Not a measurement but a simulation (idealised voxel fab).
This is a process module. Its name is voxel wiring stack.
Square cell edge 5 nm, section width 155 nm, ID cut.
Cross-section, as written here: a square-cell grid given band by band from the top down, where a band holds one or more rows of cells.
This entry defines a band. It first specifies the height of the band's top and the height of its bottom in nm, and then specifies the band's materials from left to right, stating each material with its width in nm. The word "all across" identifies a single material that fills the band from edge to edge, while the word "blank" identifies empty space.
All heights in this document are referenced to 0, defined as the level beneath which the wafer, as received, consists entirely of one material. The lowest band is not bounded below; it extends indefinitely downward and is written in the form "0..down".
Read "30 to 40" as a graded width: first number on top, second number at the bottom, same change between each pair of neighbouring rows.
Take "everything unchanged" at face value: in the step it is given for, the cross-section changed in none of its cells.
Basically, "Fully closed voids" tells you about the enclosed voids: empty spaces with no open way to the top, 8 cells or bigger, each written width x height at distance, where distance is from the left edge, all in nm.
after a step's settings: what the simulator itself notes on the step
overlay nm, on a step with a mask: how far to the right of its planned place the mask lay; to the left if negative

THIS SECTION LISTS THE PROCESS STEPS THAT WERE PLANNED
- 1: op RECEIVE | material Si
- 2: op CONFORMAL_DEP | material SiO2 | thk nm 15
- 3: op CONFORMAL_DEP | material SiN | thk nm 5
- 4: op DIRECTIONAL_DEP | material SiO2 | thk nm 25
- 5: op DIRECTIONAL_DEP | material aC | thk nm 10
- 6: op PATTERN | tone open | mask id METAL_1 | material resist | width nm 25 | pitch nm 45 | thk nm 25 | overlay nm 0
- 7: op DIRECTIONAL_ETCH | etch materials aC | depth nm 10
- 8: op STRIP | etch materials resist
- 9: op DIRECTIONAL_ETCH | etch materials SiO2 | depth nm 25
- 10: op DIRECTIONAL_ETCH | etch materials SiN | depth nm 5
- 11: op STRIP | etch materials aC
- 12: op CONFORMAL_DEP | material TiN | thk nm 5
- 13: op FILL_DEP | material Ru | thk nm 5
- 14: op CMP | height nm 45
- 15: op CONFORMAL_DEP | material SiCN | thk nm 5
- 16: op DIRECTIONAL_DEP | material lowk | thk nm 25
- 17: op DIRECTIONAL_DEP | material aC | thk nm 10
- 18: op PATTERN | tone open | mask id METAL_2_HOLES | material resist | width nm 15 | pitch nm 45 | thk nm 30 | overlay nm 0
- 19: op DIRECTIONAL_ETCH | etch materials aC | depth nm 10
- 20: op STRIP | etch materials resist
- 21: op DIRECTIONAL_ETCH | etch materials lowk | depth nm 25
- 22: op STRIP | etch materials aC
- 23: op MASKED_ETCH | tone open | mask id METAL_2 | width nm 25 | pitch nm 45 | etch materials lowk | depth nm 15 | overlay nm 0
- 24: op MASKED_ETCH | tone open | mask id METAL_2 | width nm 25 | pitch nm 45 | etch materials SiCN | depth nm 5 | overlay nm 0
- 25: op CONFORMAL_DEP | material TiN | thk nm 5
- 26: op FILL_DEP | material Cu | thk nm 10
- 27: op CMP | height nm 75
- 28: op CONFORMAL_DEP | material SiCN | thk nm 5
- 29: op DIRECTIONAL_DEP | material SiO2 | thk nm 35
- 30: op PATTERN | tone open | mask id METAL_3_HOLES | material resist | width nm 15 | thk nm 20 | overlay nm 0
- 31: op DIRECTIONAL_ETCH | etch materials SiO2 | depth nm 35
- 32: op STRIP | etch materials resist
- 33: op PATTERN | tone open | mask id METAL_3 | material resist | width nm 25 | pitch nm 45 | thk nm 15 | overlay nm 0
- 34: op DIRECTIONAL_ETCH | etch materials SiO2 | depth nm 20
- 35: op DIRECTIONAL_ETCH | etch materials SiCN | depth nm 5
- 36: op STRIP | etch materials resist
- 37: op CONFORMAL_DEP | material TiN | thk nm 5
- 38: op FILL_DEP | material Cu | thk nm 5
- 39: op CMP | height nm 115
- 40: op CONFORMAL_DEP | material SiN | thk nm 5

RECEIVED-STATE CROSS-SECTION, REFLECTING COMPLETION OF STEP 1
    0..down: Si all across
    Fully closed voids: none

MODULE COMPLETE - CROSS-SECTION OF THE FIRST OF TWO WAFERS, RUN ACCORDING TO PLAN
    120..115: SiN all across
    115..100: 40 of SiO2, 5 of TiN, 15 of Cu, 5 of TiN, 20 of SiO2, 5 of TiN, 15 of Cu, 5 of TiN, 45 of SiO2
    100..95: 40 of SiO2, 5 of TiN, 5 of Cu, 15 of TiN, 20 of SiO2, 25 of TiN, 45 of SiO2
    95..80: 40 of SiO2, 5 of TiN, 5 of Cu, 5 of TiN, 100 of SiO2
    80..75: 40 of SiCN, 15 of TiN, 100 of SiCN
    75..65: 40 of lowk, 5 of TiN, 15 of Cu, 5 of TiN, 20 of lowk, 5 of TiN, 15 of Cu, 5 of TiN, 45 of lowk
    65..60: 40 of lowk, 5 of TiN, 5 of Cu, 15 of TiN, 20 of lowk, 5 of TiN, 5 of Cu, 15 of TiN, 45 of lowk
    60..50: 40 of lowk, 5 of TiN, 5 of Cu, 5 of TiN, 30 of lowk, 5 of TiN, 5 of Cu, 5 of TiN, 55 of lowk
    50..45: 40 of SiCN, 15 of TiN, 30 of SiCN, 15 of TiN, 55 of SiCN
    45..20: 40 of SiO2, 5 of TiN, 15 of Ru, 5 of TiN, 20 of SiO2, 5 of TiN, 15 of Ru, 5 of TiN, 45 of SiO2
    20..15: 40 of SiN, 25 of TiN, 20 of SiN, 25 of TiN, 45 of SiN
    15..0: SiO2 all across
    0..down: Si all across
    Fully closed voids: none

CROSS-SECTIONAL VIEW: SECOND OF TWO WAFERS, END OF MODULE; START AND PLAN IDENTICAL TO THE FIRST, ONE MISTAKE IN RUNNING
    120..115: SiN all across
    115..100: 40 of SiO2, 5 of TiN, 15 of Cu, 5 of TiN, 20 of SiO2, 5 of TiN, 15 of Cu, 5 of TiN, 45 of SiO2
    100..95: 40 of SiO2, 5 of TiN, 5 of Cu, 15 of TiN, 20 of SiO2, 25 of TiN, 45 of SiO2
    95..80: 40 of SiO2, 5 of TiN, 5 of Cu, 5 of TiN, 100 of SiO2
    80..75: 40 of SiCN, 15 of TiN, 100 of SiCN
    75..65: 35 of lowk, 5 of TiN, 15 of Cu, 5 of TiN, 20 of lowk, 5 of TiN, 15 of Cu, 5 of TiN, 50 of lowk
    65..60: 35 of lowk, 10 of TiN, 5 of Cu, 10 of TiN, 20 of lowk, 10 of TiN, 5 of Cu, 10 of TiN, 50 of lowk
    60..50: 40 of lowk, 5 of TiN, 5 of Cu, 5 of TiN, 30 of lowk, 5 of TiN, 5 of Cu, 5 of TiN, 55 of lowk
    50..45: 40 of SiCN, 15 of TiN, 30 of SiCN, 15 of TiN, 55 of SiCN
    45..20: 40 of SiO2, 5 of TiN, 15 of Ru, 5 of TiN, 20 of SiO2, 5 of TiN, 15 of Ru, 5 of TiN, 45 of SiO2
    20..15: 40 of SiN, 25 of TiN, 20 of SiN, 25 of TiN, 45 of SiN
    15..0: SiO2 all across
    0..down: Si all across
    Fully closed voids: none
What was the processing mistake? planned and actual differ for step 23; actual: op MASKED_ETCH | tone open | mask id METAL_2 | width nm 25 | pitch nm 45 | etch materials lowk | depth nm 15 | overlay nm -5
At the end, the second wafer has the same number of cells of each material as the first, but those cells sit in other places.
